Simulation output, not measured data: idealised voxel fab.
Presented below is a process module, voxel self aligned contacts.
Displayed cross-section: cut, width of 170 nm, square cells sized 5 nm.
Cross-sections here: square-cell grids, written as top-down lists of bands, a band being one or more rows of cells.
First you get the band's top height and its bottom height, in nm, and then the materials it's made of, left to right, with each width in nm. If you see a single material with "everywhere", that one covers the band edge to edge. "air" is empty space.
It should be noted that heights are counted from 0, beneath which the wafer as supplied is of one material throughout, and that the lowest band possesses no lower boundary but continues downward, as written in "0..down".
Per-row width for "30 to 40": begins at first number (top row of band), ends at second number (bottom row), increment between rows held constant.
Where the words "remained the same" appear for a step, the cross-section shows no cell changed by that step; every cell remained as before.
You'll see "Enclosed cavity list" listing empty spaces that have no way open to the top, as long as they're 8 cells or more; the notation is width x height at distance, where the distance is from the left edge, and all of it is in nm.
Anything after a step's settings on that line? It's the simulator's own note about the step.
overlay nm: for a step with a mask, the amount by which the mask lay right of where it was planned; a negative amount means left of it.
Here's what the planned process steps look like
1) RECEIVE, material Si
2) OXIDIZE, depth nm 5
3) DIRECTIONAL_DEP, material polySi, thk nm 25
4) DIRECTIONAL_DEP, material SiN, thk nm 20
5) DIRECTIONAL_DEP, material aC, thk nm 10
6) PATTERN, tone cover, mask id GATE, material resist, width nm 30, pitch nm 65, thk nm 30, overlay nm 0
7) DIRECTIONAL_ETCH, etch materials aC, depth nm 10
8) STRIP, etch materials resist
9) DIRECTIONAL_ETCH, etch materials SiN, depth nm 20
10) DIRECTIONAL_ETCH, etch materials polySi, depth nm 25
11) STRIP, etch materials aC
12) CONFORMAL_DEP, material SiN, thk nm 10
13) DIRECTIONAL_ETCH, etch materials SiN, depth nm 10
14) FILL_DEP, material SiO2, thk nm 20
15) CMP, height nm 55
16) DIRECTIONAL_DEP, material aC, thk nm 10
17) PATTERN, tone open, mask id CONTACT, material resist, width nm 45, thk nm 25, overlay nm 0
18) DIRECTIONAL_ETCH, etch materials aC, depth nm 10
19) STRIP, etch materials resist
20) DIRECTIONAL_ETCH, etch materials SiO2, depth nm 60
21) STRIP, etch materials aC
22) CONFORMAL_DEP, material TiN, thk nm 5
23) FILL_DEP, material Ru, thk nm 10
24) CMP, height nm 55
25) CONFORMAL_DEP, material SiCN, thk nm 5
Here's what the wafer looked like in cross-section when it arrived - that's after step 1
> 0..down: Si everywhere
> Enclosed cavity list: none
Cross-section at module end, one run error; start and plan unchanged from above
> 60..55: SiCN everywhere
> 55..45: SiO2: 60 / TiN: 5 to 20 / Ru: 35 to 5 / TiN: 5 to 20 / SiO2: 65
> 45..25: SiO2: 25 / SiN: 50 / TiN: 5 / Ru: 5 / TiN: 5 / SiN: 50 / SiO2: 30
> 25..15: SiO2: 25 / SiN: 10 / polySi: 30 / SiN: 10 / TiN: 5 / Ru: 5 / TiN: 5 / SiN: 10 / polySi: 30 / SiN: 10 / SiO2: 30
> 15..10: SiO2: 25 / SiN: 10 / polySi: 30 / SiN: 10 / TiN: 15 / SiN: 10 / polySi: 30 / SiN: 10 / SiO2: 30
> 10..0: SiN: 35 / polySi: 30 / SiN: 35 / polySi: 30 / SiN: 40
> 0..-5: SiO2 everywhere
> -5..down: Si everywhere
> Enclosed cavity list: none
Short version of what went wrong: contrary to the plan, steps 12 and 13 were processed in exchanged order
